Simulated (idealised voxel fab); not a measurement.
process module | voxel self aligned vias
cross-section cut | 230 nm wide | cells 5 nm
A cross-section is a grid of square cells, given in bands from the top down. A band is one or more rows of cells.
Each band's line starts with the height of the band's top and of its bottom, in nm. Then come its materials from left to right, each with its width in nm. One material with "throughout" fills the band from edge to edge. "air" is empty space.
Height 0 is the level under which the wafer as received is all one material. The lowest band goes on downwards, as in "0 down".
A width such as "30 to 40" changes by the same amount from each row of cells to the next, from the band's top row to its bottom row.
"no change" after a step means that no cell of the cross-section changed.
closed voids: empty space of 8 cells or more with no open way to the top, each as width x height at its distance from the left edge, in nm
after a step's settings: what the simulator itself notes on the step
overlay nm, on a step with a mask: how far to the right of its planned place the mask lay; to the left if negative
plan
1 op RECEIVE | material Si
2 op CONFORMAL_DEP | material SiO2 | thk nm 15
3 op CONFORMAL_DEP | material SiCN | thk nm 5
4 op DIRECTIONAL_DEP | material lowk | thk nm 20
5 op MASKED_ETCH | tone open | mask id LINES | width nm 30 | pitch nm 55 | etch materials lowk | depth nm 20 | overlay nm 0
6 op CONFORMAL_DEP | material TiN | thk nm 5
7 op FILL_DEP | material W | thk nm 10
8 op CMP | height nm 40
9 op SELECTIVE_ETCH | etch materials W Ru TiN | depth nm 5
10 op FILL_DEP | material SiN | thk nm 10
11 op CMP | height nm 40
12 op DIRECTIONAL_DEP | material lowk | thk nm 20
13 op DIRECTIONAL_DEP | material aC | thk nm 15
14 op PATTERN | tone open | mask id VIAS | material resist | width nm 40 | thk nm 30 | overlay nm 0
15 op DIRECTIONAL_ETCH | etch materials aC | depth nm 15
16 op STRIP | etch materials resist
17 op DIRECTIONAL_ETCH | etch materials lowk | depth nm 20
18 op DIRECTIONAL_ETCH | etch materials SiN | depth nm 5
19 op STRIP | etch materials aC
20 op CONFORMAL_DEP | material TiN | thk nm 5
21 op FILL_DEP | material W | thk nm 10
22 op CMP | height nm 60
23 op CONFORMAL_DEP | material SiN | thk nm 5
as received, after step 1
  0 down: Si throughout
  closed voids: none
a wafer at the end: this start, this plan, one mistake
  65 to 60: SiN throughout
  60 to 45: lowk 65 | TiN 5 | W 30 | TiN 5 | lowk 125
  45 to 40: lowk 65 | TiN 10 | W 20 | TiN 10 | lowk 125
  40 to 35: lowk 70 | TiN 30 | lowk 25 | SiN 30 | lowk 75
  35 to 30: SiCN throughout
  30 to 0: SiO2 throughout
  0 down: Si throughout
  closed voids: none
what went wrong: step 2 was run twice
